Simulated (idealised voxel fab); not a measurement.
Proc. module: voxel ribs on slabs
This is section cut - it's 270 nm across, gridded in 5 nm square cells.
A cross-section is a grid of square cells, given in bands from the top down. A band is one or more rows of cells.
Each band's line starts with the height of the band's top and of its bottom, in nm. Then come its materials from left to right, each with its width in nm. One material with "edge to edge" fills the band from edge to edge. "air" is empty space.
Heights are measured from 0, the level below which the as-received wafer is all one material; the lowest band has no bottom and continues downward, written as in "0 -> down".
Width spec "30..40" -> top row of cells at first value, bottom row at second value, equal per-row change in between.
A step reported as "changes: none" is a step in which no cell of the cross-section changed.
The label "Fully enclosed voids" introduces a list of the empty spaces, 8 cells or larger, that have no open way up to the top; each entry in it reads width x height at distance, where the distance is taken from the left edge and all three are stated in nm.
Heads up: the bit after the settings on a step's line is the simulator's remark on that step.
When a step includes a mask, the "overlay nm" setting on its line states how far to the right of its planned place that mask lay, and negative values state how far to the left.

The steps planned for the process are as follows:
1,RECEIVE: material Si
2,DIRECTIONAL_DEP: material SiO2, thk nm 30
3,DIRECTIONAL_DEP: material polySi, thk nm 25
4,MASKED_ETCH: tone cover, mask id RIB, width nm 20, etch materials polySi, depth nm 5, overlay nm 0
5,MASKED_ETCH: tone cover, mask id SLAB, width nm 80, etch materials polySi, depth nm 20, overlay nm 0
6,FILL_DEP: material SiO2, thk nm 30
7,CMP: height nm 75
8,DIRECTIONAL_DEP: material W, thk nm 10
9,PATTERN: tone cover, mask id HEATER, material resist, width nm 30, thk nm 15, overlay nm 0
10,DIRECTIONAL_ETCH: etch materials W, depth nm 10
11,STRIP: etch materials resist
12,CONFORMAL_DEP: material SiO2, thk nm 10

As-received state of the wafer in cross-section, equivalent to post-step 1:
* 0 -> down  Si edge to edge
* Fully enclosed voids: none

Module complete - cross-section of the first of two wafers, run according to plan:
* 95 -> 85  110 air / 50 SiO2 / 110 air
* 85 -> 75  120 SiO2 / 30 W / 120 SiO2
* 75 -> 55  SiO2 edge to edge
* 55 -> 50  125 SiO2 / 20 polySi / 125 SiO2
* 50 -> 30  95 SiO2 / 80 polySi / 95 SiO2
* 30 -> 0  SiO2 edge to edge
* 0 -> down  Si edge to edge
* Fully enclosed voids: none

Cross-section of the latter of the two wafers at module completion. It had an identical start and an identical plan to the former; in running it, one mistake was made:
* 95 -> 85  110 air / 50 SiO2 / 110 air
* 85 -> 75  120 SiO2 / 30 W / 120 SiO2
* 75 -> 55  SiO2 edge to edge
* 55 -> 50  125 SiO2 / 20 polySi / 125 SiO2
* 50 -> 30  95 SiO2 / 80 polySi / 95 SiO2
* 30 -> 0  W edge to edge
* 0 -> down  Si edge to edge
* Fully enclosed voids: none
In executing the process, a mistake was made relative to the plan: step 2 did not happen as planned, as run it was DIRECTIONAL_DEP: material W, thk nm 30
Final tally in cells, some materials are higher or lower on the second wafer than on the first: 324 fewer of SiO2, 324 more of W
